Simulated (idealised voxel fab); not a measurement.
The name of this process module is voxel trench capacitor.
Cross-section cut: width 275 nm, square cells of 5 nm.
Cross-section layout: square cells on a grid; listed as bands, top to bottom; a band spans one or more cell rows.
Per band: top height and bottom height in nm, followed by the left-to-right materials and their widths in nm; "throughout" marks a single material spanning edge to edge, "blank" marks empty space.
Zero point of the height axis is 0; under it, received wafer = one material. Lowest band: continues down indefinitely, "0 down".
So if you see something like "30 to 40" for the width, read it as the top row of the band sitting at the first number and the bottom row at the second, with every row in between moving by the same amount as the last.
Where the words "no modifications" appear for a step, the cross-section shows no cell changed by that step; every cell remained as before.
Look at "Voids, fully enclosed" for the closed voids: empty spaces with no open path to the top, sized 8 cells or up. Each is width x height at distance, distance from the left edge, all nm.
Step line, after settings: the simulator's comment on this step.
Among the settings permitted on a step's line is "overlay nm"; applied to a step with a mask, it specifies the extent to which the mask lay to the right of its planned position, whereas a negative figure signifies a position to the left.
### So here's the lineup of process steps we planned
- 1: RECEIVE (material Si)
- 2: CONFORMAL_DEP (material SiN; thk nm 10)
- 3: DIRECTIONAL_DEP (material aC; thk nm 10)
- 4: PATTERN (tone open; mask id TRENCH; material resist; width nm 25; pitch nm 45; thk nm 30; overlay nm 0)
- 5: DIRECTIONAL_ETCH (etch materials aC; depth nm 10)
- 6: STRIP (etch materials resist)
- 7: DIRECTIONAL_ETCH (etch materials SiN; depth nm 10)
- 8: DIRECTIONAL_ETCH (etch materials Si; depth nm 25)
- 9: STRIP (etch materials aC)
- 10: CONFORMAL_DEP (material HfO2; thk nm 5)
- 11: CONFORMAL_DEP (material TiN; thk nm 5)
- 12: FILL_DEP (material W; thk nm 10)
- 13: CMP (height nm 10)
### Of two wafers, the first: run according to plan
### Delivered wafer in cross-section: state after step 1
0 down  Si throughout
Voids, fully enclosed: none
### after step 2
10 to 0  SiN throughout
No changes below 0.
### after step 3
20 to 10  aC throughout
No changes below 10.
### after step 4
50 to 20  resist 55 nm, blank 25 nm, resist 20 nm, blank 25 nm, resist 20 nm, blank 25 nm, resist 20 nm, blank 25 nm, resist 60 nm
No changes below 20.
### after step 5
40 to 20  resist 55 nm, blank 25 nm, resist 20 nm, blank 25 nm, resist 20 nm, blank 25 nm, resist 20 nm, blank 25 nm, resist 60 nm
20 to 10  aC 55 nm, blank 25 nm, aC 20 nm, blank 25 nm, aC 20 nm, blank 25 nm, aC 20 nm, blank 25 nm, aC 60 nm
No changes below 10.
### after step 6
20 to 10  aC 55 nm, blank 25 nm, aC 20 nm, blank 25 nm, aC 20 nm, blank 25 nm, aC 20 nm, blank 25 nm, aC 60 nm
No changes below 10.
### after step 7
20 to 10  aC 55 nm, blank 25 nm, aC 20 nm, blank 25 nm, aC 20 nm, blank 25 nm, aC 20 nm, blank 25 nm, aC 60 nm
10 to 0  SiN 55 nm, blank 25 nm, SiN 20 nm, blank 25 nm, SiN 20 nm, blank 25 nm, SiN 20 nm, blank 25 nm, SiN 60 nm
No changes below 0.
### after step 8
20 to 10  aC 55 nm, blank 25 nm, aC 20 nm, blank 25 nm, aC 20 nm, blank 25 nm, aC 20 nm, blank 25 nm, aC 60 nm
10 to 0  SiN 55 nm, blank 25 nm, SiN 20 nm, blank 25 nm, SiN 20 nm, blank 25 nm, SiN 20 nm, blank 25 nm, SiN 60 nm
0 to -25  Si 55 nm, blank 25 nm, Si 20 nm, blank 25 nm, Si 20 nm, blank 25 nm, Si 20 nm, blank 25 nm, Si 60 nm
No changes below -25.
### after step 9
10 to 0  SiN 55 nm, blank 25 nm, SiN 20 nm, blank 25 nm, SiN 20 nm, blank 25 nm, SiN 20 nm, blank 25 nm, SiN 60 nm
No changes below 0.
### after step 10
15 to 10  HfO2 60 nm, blank 15 nm, HfO2 30 nm, blank 15 nm, HfO2 30 nm, blank 15 nm, HfO2 30 nm, blank 15 nm, HfO2 65 nm
10 to 0  SiN 55 nm, HfO2 5 nm, blank 15 nm, HfO2 5 nm, SiN 20 nm, HfO2 5 nm, blank 15 nm, HfO2 5 nm, SiN 20 nm, HfO2 5 nm, blank 15 nm, HfO2 5 nm, SiN 20 nm, HfO2 5 nm, blank 15 nm, HfO2 5 nm, SiN 60 nm
0 to -20  Si 55 nm, HfO2 5 nm, blank 15 nm, HfO2 5 nm, Si 20 nm, HfO2 5 nm, blank 15 nm, HfO2 5 nm, Si 20 nm, HfO2 5 nm, blank 15 nm, HfO2 5 nm, Si 20 nm, HfO2 5 nm, blank 15 nm, HfO2 5 nm, Si 60 nm
-20 to -25  Si 55 nm, HfO2 25 nm, Si 20 nm, HfO2 25 nm, Si 20 nm, HfO2 25 nm, Si 20 nm, HfO2 25 nm, Si 60 nm
No changes below -25.
### after step 11
20 to 15  TiN 65 nm, blank 5 nm, TiN 40 nm, blank 5 nm, TiN 40 nm, blank 5 nm, TiN 40 nm, blank 5 nm, TiN 70 nm
15 to 10  HfO2 60 nm, TiN 5 nm, blank 5 nm, TiN 5 nm, HfO2 30 nm, TiN 5 nm, blank 5 nm, TiN 5 nm, HfO2 30 nm, TiN 5 nm, blank 5 nm, TiN 5 nm, HfO2 30 nm, TiN 5 nm, blank 5 nm, TiN 5 nm, HfO2 65 nm
10 to 0  SiN 55 nm, HfO2 5 nm, TiN 5 nm, blank 5 nm, TiN 5 nm, HfO2 5 nm, SiN 20 nm, HfO2 5 nm, TiN 5 nm, blank 5 nm, TiN 5 nm, HfO2 5 nm, SiN 20 nm, HfO2 5 nm, TiN 5 nm, blank 5 nm, TiN 5 nm, HfO2 5 nm, SiN 20 nm, HfO2 5 nm, TiN 5 nm, blank 5 nm, TiN 5 nm, HfO2 5 nm, SiN 60 nm
0 to -15  Si 55 nm, HfO2 5 nm, TiN 5 nm, blank 5 nm, TiN 5 nm, HfO2 5 nm, Si 20 nm, HfO2 5 nm, TiN 5 nm, blank 5 nm, TiN 5 nm, HfO2 5 nm, Si 20 nm, HfO2 5 nm, TiN 5 nm, blank 5 nm, TiN 5 nm, HfO2 5 nm, Si 20 nm, HfO2 5 nm, TiN 5 nm, blank 5 nm, TiN 5 nm, HfO2 5 nm, Si 60 nm
-15 to -20  Si 55 nm, HfO2 5 nm, TiN 15 nm, HfO2 5 nm, Si 20 nm, HfO2 5 nm, TiN 15 nm, HfO2 5 nm, Si 20 nm, HfO2 5 nm, TiN 15 nm, HfO2 5 nm, Si 20 nm, HfO2 5 nm, TiN 15 nm, HfO2 5 nm, Si 60 nm
No changes below -20.
### after step 12
30 to 20  W throughout
20 to 15  TiN 65 nm, W 5 nm, TiN 40 nm, W 5 nm, TiN 40 nm, W 5 nm, TiN 40 nm, W 5 nm, TiN 70 nm
15 to 10  HfO2 60 nm, TiN 5 nm, W 5 nm, TiN 5 nm, HfO2 30 nm, TiN 5 nm, W 5 nm, TiN 5 nm, HfO2 30 nm, TiN 5 nm, W 5 nm, TiN 5 nm, HfO2 30 nm, TiN 5 nm, W 5 nm, TiN 5 nm, HfO2 65 nm
10 to 0  SiN 55 nm, HfO2 5 nm, TiN 5 nm, W 5 nm, TiN 5 nm, HfO2 5 nm, SiN 20 nm, HfO2 5 nm, TiN 5 nm, W 5 nm, TiN 5 nm, HfO2 5 nm, SiN 20 nm, HfO2 5 nm, TiN 5 nm, W 5 nm, TiN 5 nm, HfO2 5 nm, SiN 20 nm, HfO2 5 nm, TiN 5 nm, W 5 nm, TiN 5 nm, HfO2 5 nm, SiN 60 nm
0 to -15  Si 55 nm, HfO2 5 nm, TiN 5 nm, W 5 nm, TiN 5 nm, HfO2 5 nm, Si 20 nm, HfO2 5 nm, TiN 5 nm, W 5 nm, TiN 5 nm, HfO2 5 nm, Si 20 nm, HfO2 5 nm, TiN 5 nm, W 5 nm, TiN 5 nm, HfO2 5 nm, Si 20 nm, HfO2 5 nm, TiN 5 nm, W 5 nm, TiN 5 nm, HfO2 5 nm, Si 60 nm
No changes below -15.
### after step 13
10 to 0  SiN 55 nm, HfO2 5 nm, TiN 5 nm, W 5 nm, TiN 5 nm, HfO2 5 nm, SiN 20 nm, HfO2 5 nm, TiN 5 nm, W 5 nm, TiN 5 nm, HfO2 5 nm, SiN 20 nm, HfO2 5 nm, TiN 5 nm, W 5 nm, TiN 5 nm, HfO2 5 nm, SiN 20 nm, HfO2 5 nm, TiN 5 nm, W 5 nm, TiN 5 nm, HfO2 5 nm, SiN 60 nm
No changes below 0.
### Wafer two of the pair: same origin, same plan, one error during the run; identical to wafer one up to and including step 3
### Cross-section: second wafer, time at which step 4 was scheduled to end
50 to 20  resist 60 nm, blank 20 nm, resist 25 nm, blank 20 nm, resist 25 nm, blank 20 nm, resist 25 nm, blank 20 nm, resist 60 nm
No changes below 20.
### Cross-section: second wafer, time at which step 5 was scheduled to end
40 to 20  resist 60 nm, blank 20 nm, resist 25 nm, blank 20 nm, resist 25 nm, blank 20 nm, resist 25 nm, blank 20 nm, resist 60 nm
20 to 10  aC 60 nm, blank 20 nm, aC 25 nm, blank 20 nm, aC 25 nm, blank 20 nm, aC 25 nm, blank 20 nm, aC 60 nm
No changes below 10.
### Cross-section: second wafer, time at which step 6 was scheduled to end
20 to 10  aC 60 nm, blank 20 nm, aC 25 nm, blank 20 nm, aC 25 nm, blank 20 nm, aC 25 nm, blank 20 nm, aC 60 nm
No changes below 10.
### Cross-section: second wafer, time at which step 7 was scheduled to end
20 to 10  aC 60 nm, blank 20 nm, aC 25 nm, blank 20 nm, aC 25 nm, blank 20 nm, aC 25 nm, blank 20 nm, aC 60 nm
10 to 0  SiN 60 nm, blank 20 nm, SiN 25 nm, blank 20 nm, SiN 25 nm, blank 20 nm, SiN 25 nm, blank 20 nm, SiN 60 nm
No changes below 0.
### Cross-section: second wafer, time at which step 8 was scheduled to end
20 to 10  aC 60 nm, blank 20 nm, aC 25 nm, blank 20 nm, aC 25 nm, blank 20 nm, aC 25 nm, blank 20 nm, aC 60 nm
10 to 0  SiN 60 nm, blank 20 nm, SiN 25 nm, blank 20 nm, SiN 25 nm, blank 20 nm, SiN 25 nm, blank 20 nm, SiN 60 nm
0 to -25  Si 60 nm, blank 20 nm, Si 25 nm, blank 20 nm, Si 25 nm, blank 20 nm, Si 25 nm, blank 20 nm, Si 60 nm
No changes below -25.
### Cross-section: second wafer, time at which step 9 was scheduled to end
10 to 0  SiN 60 nm, blank 20 nm, SiN 25 nm, blank 20 nm, SiN 25 nm, blank 20 nm, SiN 25 nm, blank 20 nm, SiN 60 nm
No changes below 0.
### Cross-section: second wafer, time at which step 10 was scheduled to end
15 to 10  HfO2 65 nm, blank 10 nm, HfO2 35 nm, blank 10 nm, HfO2 35 nm, blank 10 nm, HfO2 35 nm, blank 10 nm, HfO2 65 nm
10 to 0  SiN 60 nm, HfO2 5 nm, blank 10 nm, HfO2 5 nm, SiN 25 nm, HfO2 5 nm, blank 10 nm, HfO2 5 nm, SiN 25 nm, HfO2 5 nm, blank 10 nm, HfO2 5 nm, SiN 25 nm, HfO2 5 nm, blank 10 nm, HfO2 5 nm, SiN 60 nm
0 to -20  Si 60 nm, HfO2 5 nm, blank 10 nm, HfO2 5 nm, Si 25 nm, HfO2 5 nm, blank 10 nm, HfO2 5 nm, Si 25 nm, HfO2 5 nm, blank 10 nm, HfO2 5 nm, Si 25 nm, HfO2 5 nm, blank 10 nm, HfO2 5 nm, Si 60 nm
-20 to -25  Si 60 nm, HfO2 20 nm, Si 25 nm, HfO2 20 nm, Si 25 nm, HfO2 20 nm, Si 25 nm, HfO2 20 nm, Si 60 nm
No changes below -25.
### Cross-section: second wafer, time at which step 11 was scheduled to end
20 to 15  TiN throughout
15 to 10  HfO2 65 nm, TiN 10 nm, HfO2 35 nm, TiN 10 nm, HfO2 35 nm, TiN 10 nm, HfO2 35 nm, TiN 10 nm, HfO2 65 nm
10 to 0  SiN 60 nm, HfO2 5 nm, TiN 10 nm, HfO2 5 nm, SiN 25 nm, HfO2 5 nm, TiN 10 nm, HfO2 5 nm, SiN 25 nm, HfO2 5 nm, TiN 10 nm, HfO2 5 nm, SiN 25 nm, HfO2 5 nm, TiN 10 nm, HfO2 5 nm, SiN 60 nm
0 to -20  Si 60 nm, HfO2 5 nm, TiN 10 nm, HfO2 5 nm, Si 25 nm, HfO2 5 nm, TiN 10 nm, HfO2 5 nm, Si 25 nm, HfO2 5 nm, TiN 10 nm, HfO2 5 nm, Si 25 nm, HfO2 5 nm, TiN 10 nm, HfO2 5 nm, Si 60 nm
No changes below -20.
### Cross-section: second wafer, time at which step 12 was scheduled to end
30 to 20  W throughout
No changes below 20.
### Cross-section: second wafer, time at which step 13 was scheduled to end
10 to 0  SiN 60 nm, HfO2 5 nm, TiN 10 nm, HfO2 5 nm, SiN 25 nm, HfO2 5 nm, TiN 10 nm, HfO2 5 nm, SiN 25 nm, HfO2 5 nm, TiN 10 nm, HfO2 5 nm, SiN 25 nm, HfO2 5 nm, TiN 10 nm, HfO2 5 nm, SiN 60 nm
No changes below 0.
Deviation from plan: step 4: run off-plan, actual operation and settings PATTERN (tone open; mask id TRENCH; material resist; width nm 20; pitch nm 45; thk nm 30; overlay nm 0)
Final cells, second wafer relative to first, materials higher or lower: -4 HfO2; +20 Si; +8 SiN; -4 TiN; -20 W
